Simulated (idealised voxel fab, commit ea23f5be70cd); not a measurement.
The process module that follows is named voxel capacitor over wiring.
We display cut, a cross-section 240 nm in width whose square cells are each 5 nm.
Each cross-section below is a grid of square cells, stated as bands in top-down order, with one or more rows of cells making up each band.
Top height, bottom height, nm. Materials left to right, width each, nm. Single material + "all across" = fills band edge to edge. "air" = empty.
Heights from 0 (as-received wafer is one material below). Bottom band endless downward, as "top 0, no bottom".
Think of "30 to 40" as a width that walks from the first number to the second as you go down the band, top row to bottom row, taking equal-sized steps from row to row.
Where a step carries "nothing changed", the cross-section came out of it unchanged, cell for cell.
"Closed void entries" lists enclosed empty spaces (at least 8 cells, no open path upward to the top), each as width x height at distance from the left edge, in nm.
That trailing text on a step's line, after the settings, is the simulator's own remark on the step.
A step's line can hold "overlay nm"; with a mask on that step, the setting says how far right of the planned place the mask lay, while a negative setting says it lay to the left.
THE STEPS PLANNED FOR THE PROCESS ARE AS FOLLOWS
- 1: op RECEIVE | material Si
- 2: op CONFORMAL_DEP | material SiO2 | thk nm 10
- 3: op CONFORMAL_DEP | material SiCN | thk nm 5
- 4: op DIRECTIONAL_DEP | material SiO2 | thk nm 15
- 5: op DIRECTIONAL_DEP | material aC | thk nm 10
- 6: op PATTERN | tone open | mask id METAL_1 | material resist | width nm 20 | pitch nm 80 | thk nm 30 | overlay nm 0
- 7: op DIRECTIONAL_ETCH | etch materials aC | depth nm 10
- 8: op STRIP | etch materials resist
- 9: op DIRECTIONAL_ETCH | etch materials SiO2 | depth nm 15
- 10: op DIRECTIONAL_ETCH | etch materials SiCN | depth nm 5
- 11: op STRIP | etch materials aC
- 12: op CONFORMAL_DEP | material TiN | thk nm 5
- 13: op FILL_DEP | material W | thk nm 10
- 14: op CMP | height nm 30
- 15: op EPI | material Ru | thk nm 5
- 16: op FILL_DEP | material SiCN | thk nm 5
- 17: op DIRECTIONAL_DEP | material lowk | thk nm 15
- 18: op MASKED_ETCH | tone open | mask id PLUG_1 | width nm 15 | etch materials lowk | depth nm 15 | overlay nm 0
- 19: op MASKED_ETCH | tone open | mask id PLUG_1 | width nm 15 | etch materials SiCN | depth nm 5 | overlay nm 0
- 20: op CONFORMAL_DEP | material TiN | thk nm 5
- 21: op FILL_DEP | material Ru | thk nm 5
- 22: op CMP | height nm 55
- 23: op DIRECTIONAL_DEP | material TiN | thk nm 5
- 24: op DIRECTIONAL_DEP | material SiN | thk nm 5
- 25: op DIRECTIONAL_DEP | material TiN | thk nm 5
- 26: op MASKED_ETCH | tone cover | mask id UPPER_PLATE | width nm 65 | etch materials TiN | depth nm 5 | overlay nm 0
- 27: op MASKED_ETCH | tone cover | mask id UPPER_PLATE | width nm 65 | etch materials SiN | depth nm 5 | overlay nm 0
- 28: op DIRECTIONAL_DEP | material aC | thk nm 15
- 29: op PATTERN | tone cover | mask id LOWER_PLATE | material resist | width nm 75 | thk nm 30 | overlay nm 0
- 30: op DIRECTIONAL_ETCH | etch materials aC | depth nm 15
- 31: op STRIP | etch materials resist
- 32: op DIRECTIONAL_ETCH | etch materials TiN | depth nm 5
- 33: op STRIP | etch materials aC
- 34: op FILL_DEP | material SiO2 | thk nm 20
- 35: op CMP | height nm 85
- 36: op PATTERN | tone open | mask id PLUG_2 | material resist | width nm 15 | thk nm 15 | overlay nm 0
- 37: op DIRECTIONAL_ETCH | etch materials SiO2 | depth nm 15
- 38: op STRIP | etch materials resist
- 39: op CONFORMAL_DEP | material TiN | thk nm 5
- 40: op FILL_DEP | material Cu | thk nm 10
- 41: op CMP | height nm 85
- 42: op CONFORMAL_DEP | material SiCN | thk nm 5
CROSS-SECTION OF THE WAFER AT RECEIPT, WHICH IS THE CONDITION AFTER STEP 1
top 0, no bottom: Si all across
Closed void entries: none
FINAL CROSS-SECTION, MODULE RUN WITH ONE MISTAKE (START AND PLAN AS ABOVE)
top 90, bottom 85: SiCN all across
top 85, bottom 75: SiO2=75 / TiN=5 / Cu=5 / TiN=5 / SiO2=150
top 75, bottom 65: SiO2=75 / TiN=15 to 65 / SiO2=150 to 100
top 65, bottom 60: SiO2=75 / SiN=65 / SiO2=100
top 60, bottom 55: SiO2=70 / TiN=75 / SiO2=95
top 55, bottom 40: lowk=75 / TiN=5 / Ru=5 / TiN=5 / lowk=150
top 40, bottom 35: SiCN=75 / TiN=15 / SiCN=150
top 35, bottom 30: SiCN=65 / Ru=30 / SiCN=50 / Ru=30 / SiCN=65
top 30, bottom 15: SiO2=70 / TiN=5 / W=10 / TiN=5 / SiO2=60 / TiN=5 / W=10 / TiN=5 / SiO2=70
top 15, bottom 10: SiCN=70 / TiN=20 / SiCN=60 / TiN=20 / SiCN=70
top 10, bottom 0: SiO2 all across
top 0, no bottom: Si all across
Closed void entries: none
what went wrong: contrary to plan, step 36 was performed as op PATTERN | tone open | mask id PLUG_2 | material resist | width nm 15 | thk nm 15 | overlay nm -10
